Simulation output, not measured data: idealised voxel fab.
Process module heading - voxel double patterning
It is cross-section cut that appears here, measuring 160 nm in width, its square cells being 5 nm in size.
Cross-section spec: square-cell grid; bands listed top down; each band is one or more rows.
First you get the band's top height and its bottom height, in nm, and then the materials it's made of, left to right, with each width in nm. If you see a single material with "everywhere", that one covers the band edge to edge. "air" is empty space.
Heads up on the height convention: 0 is the point under which the incoming wafer is all one material, and the lowest band has no bottom, it just keeps going down, like "from 0 down".
Graded width ("30 to 40"): value in top row of band = first number; value in bottom row = second number; row-to-row change constant.
Key: "no change" - step with no changed cell in the cross-section.
Heads up: "Trapped cavities" only lists the empty pockets with no open path to the top that are 8 cells or more, and it writes them as width x height at distance, distance from the left edge, in nm.
after a step's settings: what the simulator itself notes on the step
overlay nm: how far to the right of its planned place the mask lay on this masked step (negative: to the left).

HERE'S WHAT THE PLANNED PROCESS STEPS LOOK LIKE
1: RECEIVE [material Si]
2: CONFORMAL_DEP [material SiO2] [thk nm 5]
3: DIRECTIONAL_DEP [material TiN] [thk nm 10]
4: DIRECTIONAL_DEP [material SiCN] [thk nm 5]
5: PATTERN [tone open] [mask id FIRST] [material resist] [width nm 15] [pitch nm 50] [thk nm 20] [overlay nm 0]
6: DIRECTIONAL_ETCH [etch materials SiCN] [depth nm 5]
7: STRIP [etch materials resist]
8: PATTERN [tone open] [mask id SECOND] [material resist] [width nm 15] [thk nm 20] [overlay nm 0]
9: DIRECTIONAL_ETCH [etch materials SiCN] [depth nm 5]
10: STRIP [etch materials resist]
11: DIRECTIONAL_ETCH [etch materials TiN] [depth nm 10]
12: STRIP [etch materials SiCN]

HERE'S WHAT THE WAFER LOOKED LIKE IN CROSS-SECTION WHEN IT ARRIVED - THAT'S AFTER STEP 1
> from 0 down: Si everywhere
> Trapped cavities: none

FIGURE: CROSS-SECTIONAL VIEW OF THE WAFER UPON COMPLETION OF THE MODULE, PROCESSED FROM THE INITIAL STATE AND ACCORDING TO THE PLAN DEPICTED ABOVE, WITH ONE ERROR INTRODUCED DURING EXECUTION
> from 15 to 0: SiO2 everywhere
> from 0 down: Si everywhere
> Trapped cavities: none
Which mistake was made when the wafer was run? for step 3, the planned setting was not used; the step was instead run as DIRECTIONAL_DEP [material SiO2] [thk nm 10]
